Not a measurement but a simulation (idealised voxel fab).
Process module in this document: voxel ribs on slabs
Each square cell in cross-section cut measures 5 nm, and the section as a whole is 185 nm wide.
In this document a cross-section is written as a grid of square cells. It is given as a series of bands, listed from the top down, and a band is one or more rows of cells.
Per band: top height and bottom height in nm, followed by the left-to-right materials and their widths in nm; "full width" marks a single material spanning edge to edge, "empty" marks empty space.
It should be noted that heights are counted from 0, beneath which the wafer as supplied is of one material throughout, and that the lowest band possesses no lower boundary but continues downward, as written in "0 and below".
Graded width ("30..40"): value in top row of band = first number; value in bottom row = second number; row-to-row change constant.
Where the words "nothing altered" appear for a step, the cross-section shows no cell changed by that step; every cell remained as before.
"Voids, enclosed" contains a list of empty spaces, each no smaller than 8 cells and without an open way to the top, written in the form width x height at distance with the distance from the left edge and all three in nm.
Read whatever lies past the settings on a step's line as the simulator's own remark about the step.
A step line may carry the setting "overlay nm", which, for steps involving a mask, states the distance by which the mask lay to the right of its intended position; negative values denote displacement to the left.
Below is the list of planned process steps
1 RECEIVE (material Si)
2 DIRECTIONAL_DEP (material SiO2; thk nm 25)
3 DIRECTIONAL_DEP (material polySi; thk nm 15)
4 PATTERN (tone cover; mask id RIB; material resist; width nm 15; thk nm 20; overlay nm 0)
5 DIRECTIONAL_ETCH (etch materials polySi; depth nm 5)
6 STRIP (etch materials resist)
7 PATTERN (tone cover; mask id SLAB; material resist; width nm 55; thk nm 20; overlay nm 0)
8 DIRECTIONAL_ETCH (etch materials polySi; depth nm 10)
9 STRIP (etch materials resist)
10 FILL_DEP (material SiO2; thk nm 20)
11 CMP (height nm 50)
12 DIRECTIONAL_DEP (material TiN; thk nm 5)
13 PATTERN (tone cover; mask id HEATER; material resist; width nm 15; thk nm 20; overlay nm 0)
14 DIRECTIONAL_ETCH (etch materials TiN; depth nm 5)
15 STRIP (etch materials resist)
16 CONFORMAL_DEP (material SiO2; thk nm 5)
Across this set of wafers, the varied parameter is the width nm of step 13. Starting conditions are identical for every wafer, and the plan reports the value assigned to the first wafer.
First of several wafers (as received, post step 1), cross-sectional view
* 0 and below: Si full width
* Voids, enclosed: none
Gained (+) or lost (-) cells of each material since receipt, then closed voids: one row per wafer, at the end of the module
width nm 15; +384 SiO2; +3 TiN; +25 polySi; Voids, enclosed: none
width nm 20; +384 SiO2; +4 TiN; +25 polySi; Voids, enclosed: none
width nm 25; +384 SiO2; +5 TiN; +25 polySi; Voids, enclosed: none
width nm 30; +384 SiO2; +6 TiN; +25 polySi; Voids, enclosed: none
width nm 35; +384 SiO2; +7 TiN; +25 polySi; Voids, enclosed: none
width nm 40; +384 SiO2; +8 TiN; +25 polySi; Voids, enclosed: none
